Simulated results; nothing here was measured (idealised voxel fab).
process module | voxel transistor to metal
cross-section cut | 150 nm wide | cells 5 nm
A cross-section is a grid of square cells, given in bands from the top down. A band is one or more rows of cells.
Each band's line starts with the height of the band's top and of its bottom, in nm. Then come its materials from left to right, each with its width in nm. One material with "throughout" fills the band from edge to edge. "air" is empty space.
Height 0 is the level under which the wafer as received is all one material. The lowest band goes on downwards, as in "0 down".
A width such as "30 to 40" changes by the same amount from each row of cells to the next, from the band's top row to its bottom row.
"no change" after a step means that no cell of the cross-section changed.
closed voids: empty space of 8 cells or more with no open way to the top, each as width x height at its distance from the left edge, in nm
after a step's settings: what the simulator itself notes on the step
overlay nm, on a step with a mask: how far to the right of its planned place the mask lay; to the left if negative
plan
1 op RECEIVE | material Si
2 op CONFORMAL_DEP | material SiO2 | thk nm 5
3 op CONFORMAL_DEP | material SiN | thk nm 10
4 op PATTERN | tone cover | mask id ACTIVE | material resist | width nm 115 | thk nm 15 | overlay nm 0
5 op DIRECTIONAL_ETCH | etch materials SiN | depth nm 10
6 op DIRECTIONAL_ETCH | etch materials SiO2 | depth nm 5
7 op DIRECTIONAL_ETCH | etch materials Si | depth nm 20
8 op STRIP | etch materials resist
9 op FILL_DEP | material SiO2 | thk nm 15
10 op CMP | height nm 15
11 op SELECTIVE_ETCH | etch materials SiO2 | depth nm 10
12 op STRIP | etch materials SiN
13 op SELECTIVE_ETCH | etch materials SiO2 | depth nm 5
14 op OXIDIZE | depth nm 5
15 op DIRECTIONAL_DEP | material polySi | thk nm 20
16 op DIRECTIONAL_DEP | material SiCN | thk nm 10
17 op DIRECTIONAL_DEP | material aC | thk nm 10
18 op PATTERN | tone cover | mask id GATE | material resist | width nm 35 | thk nm 30 | overlay nm 0
19 op DIRECTIONAL_ETCH | etch materials aC | depth nm 10
20 op STRIP | etch materials resist
21 op DIRECTIONAL_ETCH | etch materials SiCN | depth nm 20
22 op DIRECTIONAL_ETCH | etch materials polySi | depth nm 30
23 op STRIP | etch materials aC
24 op CONFORMAL_DEP | material SiN | thk nm 5
25 op DIRECTIONAL_ETCH | etch materials SiN | depth nm 5
26 op DIRECTIONAL_ETCH | etch materials SiO2 | depth nm 5
27 op DIRECTIONAL_ETCH | etch materials Si | depth nm 5
28 op EPI | material SiGe | thk nm 10
29 op FILL_DEP | material SiO2 | thk nm 10
30 op CMP | height nm 20
31 op STRIP | etch materials polySi
32 op SELECTIVE_ETCH | etch materials SiO2 | depth nm 5
33 op CONFORMAL_DEP | material HfO2 | thk nm 5
34 op CONFORMAL_DEP | material TiN | thk nm 5
35 op FILL_DEP | material W | thk nm 5
36 op CMP | height nm 15
37 op DIRECTIONAL_DEP | material SiO2 | thk nm 10
38 op PATTERN | tone open | mask id CONTACT | material resist | width nm 15 | pitch nm 90 | thk nm 20 | overlay nm 0
39 op DIRECTIONAL_ETCH | etch materials SiO2 | depth nm 25
40 op STRIP | etch materials resist
41 op CONFORMAL_DEP | material TiN | thk nm 5
42 op FILL_DEP | material W | thk nm 5
43 op CMP | height nm 25
44 op CONFORMAL_DEP | material SiCN | thk nm 5
45 op DIRECTIONAL_DEP | material lowk | thk nm 20
46 op PATTERN | tone open | mask id METAL_1 | material resist | width nm 15 | pitch nm 90 | thk nm 15 | overlay nm 0
47 op DIRECTIONAL_ETCH | etch materials lowk | depth nm 20
48 op DIRECTIONAL_ETCH | etch materials SiCN | depth nm 5
49 op STRIP | etch materials resist
50 op CONFORMAL_DEP | material TiN | thk nm 5
51 op FILL_DEP | material Ru | thk nm 5
52 op CMP | height nm 50
53 op EPI | material Ru | thk nm 5
54 op FILL_DEP | material SiCN | thk nm 5
varied across the wafers: depth nm of step 13. The plan shows the first wafer's value. All wafers start alike
first wafer as received, after step 1
  0 down: Si throughout
  closed voids: none
first wafer at the end, after step 54
  60 to 55: SiCN throughout
  55 to 50: SiCN 15 | Ru 25 | SiCN 65 | Ru 25 | SiCN 20
  50 to 30: lowk 20 | TiN 5 | Ru 5 | TiN 5 | lowk 75 | TiN 5 | Ru 5 | TiN 5 | lowk 25
  30 to 25: SiCN 20 | TiN 15 | SiCN 75 | TiN 15 | SiCN 25
  25 to 15: SiO2 20 | TiN 5 | W 5 | TiN 5 | SiO2 75 | TiN 5 | W 5 | TiN 5 | SiO2 25
  15 to 5: SiO2 20 | TiN 5 | W 5 | TiN 5 | SiO2 15 | SiN 5 | HfO2 5 | TiN 5 | W 15 | TiN 5 | HfO2 5 | SiN 5 | SiO2 15 | TiN 5 | W 5 | TiN 5 | SiO2 25
  5 to 0: SiO2 20 | TiN 15 | SiO2 5 | SiGe 10 | SiN 5 | HfO2 5 | TiN 25 | HfO2 5 | SiN 5 | SiGe 10 | SiO2 5 | TiN 15 | SiO2 25
  0 to -5: SiO2 10 | SiGe 40 | HfO2 45 | SiGe 40 | SiO2 15
  -5 to -10: SiO2 15 | SiGe 35 | Si 45 | SiGe 35 | SiO2 20
  -10 to -20: SiO2 15 | Si 115 | SiO2 20
  -20 down: Si throughout
  closed voids: none
last wafer at the end
  60 to 55: SiCN throughout
  55 to 50: SiCN 15 | Ru 25 | SiCN 65 | Ru 25 | SiCN 20
  50 to 30: lowk 20 | TiN 5 | Ru 5 | TiN 5 | lowk 75 | TiN 5 | Ru 5 | TiN 5 | lowk 25
  30 to 25: SiCN 20 | TiN 15 | SiCN 75 | TiN 15 | SiCN 25
  25 to 15: SiO2 20 | TiN 5 | W 5 | TiN 5 | SiO2 75 | TiN 5 | W 5 | TiN 5 | SiO2 25
  15 to 5: SiO2 20 | TiN 5 | W 5 | TiN 5 | SiO2 15 | SiN 5 | HfO2 5 | TiN 5 | W 15 | TiN 5 | HfO2 5 | SiN 5 | SiO2 15 | TiN 5 | W 5 | TiN 5 | SiO2 25
  5 to 0: SiO2 20 | TiN 15 | SiO2 5 | SiGe 10 | SiN 5 | HfO2 5 | TiN 25 | HfO2 5 | SiN 5 | SiGe 10 | SiO2 5 | TiN 15 | SiO2 25
  0 to -5: SiO2 10 | SiN 5 | SiGe 35 | HfO2 45 | SiGe 35 | SiN 5 | SiO2 15
  -5 to -10: SiO2 10 | SiN 5 | SiO2 5 | SiGe 30 | Si 45 | SiGe 30 | SiO2 5 | SiN 5 | SiO2 15
  -10 to -15: SiGe 10 | SiN 5 | SiO2 5 | Si 105 | SiO2 5 | SiN 5 | SiGe 10 | SiO2 5
  -15 to -20: SiGe 10 | SiO2 10 | Si 105 | SiO2 10 | SiGe 15
  -20 to -25: SiGe 10 | Si 125 | SiGe 15
  -25 down: Si throughout
  closed voids: none
each wafer at the end: cells of each material gained (+) or lost (-) since it was received, then its closed voids
depth nm 5 | +15 HfO2 | +18 Ru | -65 Si | +74 SiCN | +34 SiGe | +6 SiN | +115 SiO2 | +53 TiN | +14 W | +96 lowk | closed voids: none
depth nm 10 | +15 HfO2 | +18 Ru | -65 Si | +74 SiCN | +30 SiGe | +8 SiN | +117 SiO2 | +53 TiN | +14 W | +96 lowk | closed voids: none
depth nm 15 | +15 HfO2 | +18 Ru | -67 Si | +74 SiCN | +30 SiGe | +10 SiN | +117 SiO2 | +53 TiN | +14 W | +96 lowk | closed voids: none
depth nm 20 | +15 HfO2 | +18 Ru | -74 Si | +74 SiCN | +44 SiGe | +12 SiN | +108 SiO2 | +53 TiN | +14 W | +96 lowk | closed voids: none
